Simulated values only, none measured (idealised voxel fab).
The following is a process module called voxel double patterning.
Displayed cross-section: cut, width of 275 nm, square cells sized 5 nm.
Cross-section format: a grid of square cells, given as bands from top to bottom; each band is one or more rows of cells.
Heights first: top, then bottom, in nm. Then materials, left to right, each with a width in nm. "edge to edge" on a single material: fills the band edge to edge. "empty": empty space.
The reference from which all heights are counted is 0, the level beneath which the as-received wafer is entirely one material; the lowest band, having no lower bound, proceeds downward and is written after the example "0 and below".
Think of "30 to 40" as a width that walks from the first number to the second as you go down the band, top row to bottom row, taking equal-sized steps from row to row.
Given "remains unaltered" for a step, no cell of the cross-section differs between before and after that step.
If an empty space has no open way to the top and is at least 8 cells in size, "Closed void register" lists it, written width x height at distance, where distance is measured from the left edge and every value is in nm.
Past the settings on a step's line: simulator remark, on that step.
The setting "overlay nm" may be written on the line of a step. When the step uses a mask, the value reports how far to the right of the planned place the mask lay, and a negative value reports that it lay to the left.
### Steps in the process plan
1. RECEIVE | material Si
2. CONFORMAL_DEP | material SiO2 | thk nm 10
3. DIRECTIONAL_DEP | material W | thk nm 15
4. DIRECTIONAL_DEP | material SiCN | thk nm 5
5. PATTERN | tone open | mask id FIRST | material resist | width nm 15 | pitch nm 50 | thk nm 15 | overlay nm 0
6. DIRECTIONAL_ETCH | etch materials SiCN | depth nm 5
7. STRIP | etch materials resist
8. PATTERN | tone open | mask id SECOND | material resist | width nm 15 | pitch nm 50 | thk nm 15 | overlay nm 0
9. DIRECTIONAL_ETCH | etch materials SiCN | depth nm 5
10. STRIP | etch materials resist
11. DIRECTIONAL_ETCH | etch materials W | depth nm 15
12. STRIP | etch materials SiCN
### Here's what the wafer looked like in cross-section when it arrived - that's after step 1
    0 and below  Si edge to edge
    Closed void register: none
### Post-module cross-section: identical start and plan to those above, one misstep in execution
    25 down to 10  105 empty, then 15 W, then 35 empty, then 15 W, then 105 empty
    10 down to 0  SiO2 edge to edge
    0 and below  Si edge to edge
    Closed void register: none
What was the processing mistake? note that step 8 departed from the planned setting and was carried out as PATTERN | tone cover | mask id SECOND | material resist | width nm 15 | pitch nm 50 | thk nm 15 | overlay nm 0
